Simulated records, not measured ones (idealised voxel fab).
A process module follows: voxel gate over fins.
Displayed cross-section: cut, width of 225 nm, square cells sized 5 nm.
How to read a cross-section here: the picture is a grid of square cells, written as bands going from the top down, and any band can span one or more rows of cells. Heads up on the band format: heights come first, top then bottom, in nm. After that it's the materials left to right, each with its width in nm. A single material flagged "edge to edge" fills the whole band edge to edge, and "air" means there's empty space there. Where do heights start? At 0: under that level the wafer as delivered is made of one material only. And the lowest band has no floor; it just carries on downward, as in "from 0 down". The two numbers in a width such as "30->40" mark its ends across the band: the first belongs to the top row of cells, the second to the bottom row, and from each row to the next the width moves by the same amount. What does "no modifications" mean for a step? It means no cell of the cross-section changed in that step. If an empty space has no open way to the top and is at least 8 cells in size, "Entrapped voids" lists it, written width x height at distance, where distance is measured from the left edge and every value is in nm. If you see something after the settings on a step's line, that's the simulator's own remark about that step. If you see "overlay nm" on a step's line and that step has a mask, it's telling you how far right of where it was planned the mask ended up; a negative number means it went left instead.

[The steps planned for the process are as follows]
- 1: RECEIVE,material Si
- 2: CONFORMAL_DEP,material SiN,thk nm 5
- 3: PATTERN,tone cover,mask id FINS,material resist,width nm 15,pitch nm 40,thk nm 15,overlay nm 0
- 4: DIRECTIONAL_ETCH,etch materials SiN,depth nm 5
- 5: DIRECTIONAL_ETCH,etch materials Si,depth nm 40
- 6: STRIP,etch materials resist
- 7: OXIDIZE,depth nm 5
- 8: FILL_DEP,material SiO2,thk nm 10
- 9: CMP,height nm 5
- 10: SELECTIVE_ETCH,etch materials SiO2,depth nm 15
- 11: STRIP,etch materials SiN
- 12: CONFORMAL_DEP,material HfO2,thk nm 5
- 13: CONFORMAL_DEP,material TiN,thk nm 5
- 14: FILL_DEP,material W,thk nm 15
- 15: CMP,height nm 20
- 16: CONFORMAL_DEP,material SiCN,thk nm 5

[as received, after step 1]
  from 0 down: Si edge to edge
  Entrapped voids: none

[Cross-sectional result after module completion. Note: starting condition and plan are unchanged from above; one processing mistake was made]
  from 25 to 20: SiCN edge to edge
  from 20 to 10: W edge to edge
  from 10 to 5: W 50 nm; TiN 25 nm; W 15 nm; TiN 25 nm; W 15 nm; TiN 25 nm; W 15 nm; TiN 25 nm; W 30 nm
  from 5 to 0: W 50 nm; TiN 5 nm; HfO2 15 nm; TiN 5 nm; W 15 nm; TiN 5 nm; HfO2 15 nm; TiN 5 nm; W 15 nm; TiN 5 nm; HfO2 15 nm; TiN 5 nm; W 15 nm; TiN 5 nm; HfO2 15 nm; TiN 5 nm; W 30 nm
  from 0 to -5: TiN 55 nm; HfO2 5 nm; Si 5 nm; HfO2 5 nm; TiN 25 nm; HfO2 5 nm; Si 5 nm; HfO2 5 nm; TiN 25 nm; HfO2 5 nm; Si 5 nm; HfO2 5 nm; TiN 25 nm; HfO2 5 nm; Si 5 nm; HfO2 5 nm; TiN 35 nm
  from -5 to -10: HfO2 60 nm; Si 5 nm; HfO2 35 nm; Si 5 nm; HfO2 35 nm; Si 5 nm; HfO2 35 nm; Si 5 nm; HfO2 40 nm
  from -10 to -45: SiO2 60 nm; Si 5 nm; SiO2 35 nm; Si 5 nm; SiO2 35 nm; Si 5 nm; SiO2 35 nm; Si 5 nm; SiO2 40 nm
  from -45 down: Si edge to edge
  Entrapped voids: none
what went wrong: step 3 did not use the planned setting and instead ran as PATTERN,tone cover,mask id FINS,material resist,width nm 15,pitch nm 40,thk nm 15,overlay nm 10
